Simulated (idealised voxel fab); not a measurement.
A process module follows: voxel air gaps.
Cross-section cut: width 290 nm, square cells of 5 nm.
How to read a cross-section here: the picture is a grid of square cells, written as bands going from the top down, and any band can span one or more rows of cells.
First you get the band's top height and its bottom height, in nm, and then the materials it's made of, left to right, with each width in nm. If you see a single material with "full width", that one covers the band edge to edge. "blank" is empty space.
All heights in this document are referenced to 0, defined as the level beneath which the wafer, as received, consists entirely of one material. The lowest band is not bounded below; it extends indefinitely downward and is written in the form "0 down".
The width entry "30 to 40" should be interpreted row by row: the top row of cells in the band takes the first number, the bottom row takes the second number, and the change between adjacent rows is uniform throughout.
Reading "no modifications" for a step: not a cell of the cross-section changed in it.
Reported under the label "Closed internal voids" are the empty spaces having no open way to the top and comprising 8 cells or more; the notation for each is width x height at distance, in which the distance is measured from the left edge and all three values are in nm.
Whatever follows a step's settings on its line is a remark the simulator itself makes about that step.
overlay nm: mask offset rightward from planned place, masked step; negative means leftward offset.
Process steps foreseen in the plan:
1: RECEIVE | material Si
2: CONFORMAL_DEP | material SiO2 | thk nm 15
3: CONFORMAL_DEP | material SiCN | thk nm 5
4: DIRECTIONAL_DEP | material SiO2 | thk nm 40
5: DIRECTIONAL_DEP | material aC | thk nm 15
6: PATTERN | tone open | mask id LINES | material resist | width nm 20 | pitch nm 45 | thk nm 30 | overlay nm 0
7: DIRECTIONAL_ETCH | etch materials aC | depth nm 15
8: STRIP | etch materials resist
9: DIRECTIONAL_ETCH | etch materials SiO2 | depth nm 40
10: STRIP | etch materials aC
11: CONFORMAL_DEP | material TiN | thk nm 5
12: FILL_DEP | material W | thk nm 5
13: CMP | height nm 60
14: EPI | material Ru | thk nm 10
15: SELECTIVE_ETCH | etch materials SiO2 | depth nm 50
16: CONFORMAL_DEP | material SiCN | thk nm 5
First of two wafers, with the run carried out as planned:
So this is the incoming wafer in cross-section - it's already been through step 1:
    0 down: Si full width
    Closed internal voids: none
Cross-section through the wafer, step 2 finished:
    15 to 0: SiO2 full width
    Beneath the level 0, the cross-section is identical to its previous state.
Cross-section through the wafer, step 3 finished:
    20 to 15: SiCN full width
    Beneath the level 15, the cross-section is identical to its previous state.
Cross-section through the wafer, step 4 finished:
    60 to 20: SiO2 full width
    Beneath the level 20, the cross-section is identical to its previous state.
Cross-section through the wafer, step 5 finished:
    75 to 60: aC full width
    Beneath the level 60, the cross-section is identical to its previous state.
Cross-section through the wafer, step 6 finished:
    105 to 75: 65 of resist  20 of blank  25 of resist  20 of blank  25 of resist  20 of blank  25 of resist  20 of blank  70 of resist
    Beneath the level 75, the cross-section is identical to its previous state.
Cross-section through the wafer, step 7 finished:
    90 to 75: 65 of resist  20 of blank  25 of resist  20 of blank  25 of resist  20 of blank  25 of resist  20 of blank  70 of resist
    75 to 60: 65 of aC  20 of blank  25 of aC  20 of blank  25 of aC  20 of blank  25 of aC  20 of blank  70 of aC
    Beneath the level 60, the cross-section is identical to its previous state.
Cross-section through the wafer, step 8 finished:
    75 to 60: 65 of aC  20 of blank  25 of aC  20 of blank  25 of aC  20 of blank  25 of aC  20 of blank  70 of aC
    Beneath the level 60, the cross-section is identical to its previous state.
Cross-section through the wafer, step 9 finished:
    75 to 60: 65 of aC  20 of blank  25 of aC  20 of blank  25 of aC  20 of blank  25 of aC  20 of blank  70 of aC
    60 to 20: 65 of SiO2  20 of blank  25 of SiO2  20 of blank  25 of SiO2  20 of blank  25 of SiO2  20 of blank  70 of SiO2
    Beneath the level 20, the cross-section is identical to its previous state.
Cross-section through the wafer, step 10 finished:
    60 to 20: 65 of SiO2  20 of blank  25 of SiO2  20 of blank  25 of SiO2  20 of blank  25 of SiO2  20 of blank  70 of SiO2
    Beneath the level 20, the cross-section is identical to its previous state.
Cross-section through the wafer, step 11 finished:
    65 to 60: 70 of TiN  10 of blank  35 of TiN  10 of blank  35 of TiN  10 of blank  35 of TiN  10 of blank  75 of TiN
    60 to 25: 65 of SiO2  5 of TiN  10 of blank  5 of TiN  25 of SiO2  5 of TiN  10 of blank  5 of TiN  25 of SiO2  5 of TiN  10 of blank  5 of TiN  25 of SiO2  5 of TiN  10 of blank  5 of TiN  70 of SiO2
    25 to 20: 65 of SiO2  20 of TiN  25 of SiO2  20 of TiN  25 of SiO2  20 of TiN  25 of SiO2  20 of TiN  70 of SiO2
    Beneath the level 20, the cross-section is identical to its previous state.
Cross-section through the wafer, step 12 finished:
    70 to 65: W full width
    65 to 60: 70 of TiN  10 of W  35 of TiN  10 of W  35 of TiN  10 of W  35 of TiN  10 of W  75 of TiN
    60 to 25: 65 of SiO2  5 of TiN  10 of W  5 of TiN  25 of SiO2  5 of TiN  10 of W  5 of TiN  25 of SiO2  5 of TiN  10 of W  5 of TiN  25 of SiO2  5 of TiN  10 of W  5 of TiN  70 of SiO2
    Beneath the level 25, the cross-section is identical to its previous state.
Cross-section through the wafer, step 13 finished:
    60 to 25: 65 of SiO2  5 of TiN  10 of W  5 of TiN  25 of SiO2  5 of TiN  10 of W  5 of TiN  25 of SiO2  5 of TiN  10 of W  5 of TiN  25 of SiO2  5 of TiN  10 of W  5 of TiN  70 of SiO2
    Beneath the level 25, the cross-section is identical to its previous state.
Cross-section through the wafer, step 14 finished:
    70 to 60: 55 of blank  40 of Ru  5 of blank  40 of Ru  5 of blank  40 of Ru  5 of blank  40 of Ru  60 of blank
    Beneath the level 60, the cross-section is identical to its previous state.
Cross-section through the wafer, step 15 finished:
    70 to 60: 55 of blank  40 of Ru  5 of blank  40 of Ru  5 of blank  40 of Ru  5 of blank  40 of Ru  60 of blank
    60 to 25: 65 of blank  5 of TiN  10 of W  5 of TiN  25 of blank  5 of TiN  10 of W  5 of TiN  25 of blank  5 of TiN  10 of W  5 of TiN  25 of blank  5 of TiN  10 of W  5 of TiN  70 of blank
    25 to 20: 65 of blank  20 of TiN  25 of blank  20 of TiN  25 of blank  20 of TiN  25 of blank  20 of TiN  70 of blank
    Beneath the level 20, the cross-section is identical to its previous state.
Cross-section through the wafer, step 16 finished:
    75 to 70: 50 of blank  185 of SiCN  55 of blank
    70 to 60: 50 of blank  5 of SiCN  40 of Ru  5 of SiCN  40 of Ru  5 of SiCN  40 of Ru  5 of SiCN  40 of Ru  5 of SiCN  55 of blank
    60 to 55: 50 of blank  15 of SiCN  5 of TiN  10 of W  5 of TiN  25 of SiCN  5 of TiN  10 of W  5 of TiN  25 of SiCN  5 of TiN  10 of W  5 of TiN  25 of SiCN  5 of TiN  10 of W  5 of TiN  15 of SiCN  55 of blank
    55 to 25: 60 of blank  5 of SiCN  5 of TiN  10 of W  5 of TiN  5 of SiCN  15 of blank  5 of SiCN  5 of TiN  10 of W  5 of TiN  5 of SiCN  15 of blank  5 of SiCN  5 of TiN  10 of W  5 of TiN  5 of SiCN  15 of blank  5 of SiCN  5 of TiN  10 of W  5 of TiN  5 of SiCN  65 of blank
    25 to 20: 65 of SiCN  20 of TiN  25 of SiCN  20 of TiN  25 of SiCN  20 of TiN  25 of SiCN  20 of TiN  70 of SiCN
    Beneath the level 20, the cross-section is identical to its previous state.
    Closed internal voids: 15 x 30 at 90; 15 x 30 at 135; 15 x 30 at 180
It is to be noted that the second wafer proceeded from the same initial state and according to the same plan as the first, although one mistake was committed in its execution; through step 5, inclusive, the two wafers share an identical history:
X-section, second wafer, when step 6 was due to finish:
    105 to 75: 65 of blank  20 of resist  25 of blank  20 of resist  25 of blank  20 of resist  25 of blank  20 of resist  70 of blank
    Beneath the level 75, the cross-section is identical to its previous state.
X-section, second wafer, when step 7 was due to finish:
    90 to 75: 65 of blank  20 of resist  25 of blank  20 of resist  25 of blank  20 of resist  25 of blank  20 of resist  70 of blank
    75 to 60: 65 of blank  20 of aC  25 of blank  20 of aC  25 of blank  20 of aC  25 of blank  20 of aC  70 of blank
    Beneath the level 60, the cross-section is identical to its previous state.
X-section, second wafer, when step 8 was due to finish:
    75 to 60: 65 of blank  20 of aC  25 of blank  20 of aC  25 of blank  20 of aC  25 of blank  20 of aC  70 of blank
    Beneath the level 60, the cross-section is identical to its previous state.
X-section, second wafer, when step 9 was due to finish:
    75 to 60: 65 of blank  20 of aC  25 of blank  20 of aC  25 of blank  20 of aC  25 of blank  20 of aC  70 of blank
    60 to 20: 65 of blank  20 of SiO2  25 of blank  20 of SiO2  25 of blank  20 of SiO2  25 of blank  20 of SiO2  70 of blank
    Beneath the level 20, the cross-section is identical to its previous state.
X-section, second wafer, when step 10 was due to finish:
    60 to 20: 65 of blank  20 of SiO2  25 of blank  20 of SiO2  25 of blank  20 of SiO2  25 of blank  20 of SiO2  70 of blank
    Beneath the level 20, the cross-section is identical to its previous state.
X-section, second wafer, when step 11 was due to finish:
    65 to 60: 60 of blank  30 of TiN  15 of blank  30 of TiN  15 of blank  30 of TiN  15 of blank  30 of TiN  65 of blank
    60 to 25: 60 of blank  5 of TiN  20 of SiO2  5 of TiN  15 of blank  5 of TiN  20 of SiO2  5 of TiN  15 of blank  5 of TiN  20 of SiO2  5 of TiN  15 of blank  5 of TiN  20 of SiO2  5 of TiN  65 of blank
    25 to 20: 65 of TiN  20 of SiO2  25 of TiN  20 of SiO2  25 of TiN  20 of SiO2  25 of TiN  20 of SiO2  70 of TiN
    Beneath the level 20, the cross-section is identical to its previous state.
X-section, second wafer, when step 12 was due to finish:
    70 to 65: W full width
    65 to 60: 60 of W  30 of TiN  15 of W  30 of TiN  15 of W  30 of TiN  15 of W  30 of TiN  65 of W
    60 to 25: 60 of W  5 of TiN  20 of SiO2  5 of TiN  15 of W  5 of TiN  20 of SiO2  5 of TiN  15 of W  5 of TiN  20 of SiO2  5 of TiN  15 of W  5 of TiN  20 of SiO2  5 of TiN  65 of W
    Beneath the level 25, the cross-section is identical to its previous state.
X-section, second wafer, when step 13 was due to finish:
    60 to 25: 60 of W  5 of TiN  20 of SiO2  5 of TiN  15 of W  5 of TiN  20 of SiO2  5 of TiN  15 of W  5 of TiN  20 of SiO2  5 of TiN  15 of W  5 of TiN  20 of SiO2  5 of TiN  65 of W
    Beneath the level 25, the cross-section is identical to its previous state.
X-section, second wafer, when step 14 was due to finish:
    70 to 60: Ru full width
    Beneath the level 60, the cross-section is identical to its previous state.
X-section, second wafer, when step 15 was due to finish: no modifications
X-section, second wafer, when step 16 was due to finish:
    75 to 70: SiCN full width
    Beneath the level 70, the cross-section is identical to its previous state.
What went wrong in running the wafer? step 6 changed vs plan, executed as PATTERN | tone cover | mask id LINES | material resist | width nm 20 | pitch nm 45 | thk nm 30 | overlay nm 0
Once processing is complete, comparing cell counts shows that the second wafer has more or fewer of certain materials than the first: Ru +52; SiCN -100; SiO2 +128; TiN +26; W +182
End state: 3 closed voids on the first wafer, 0 on the second.
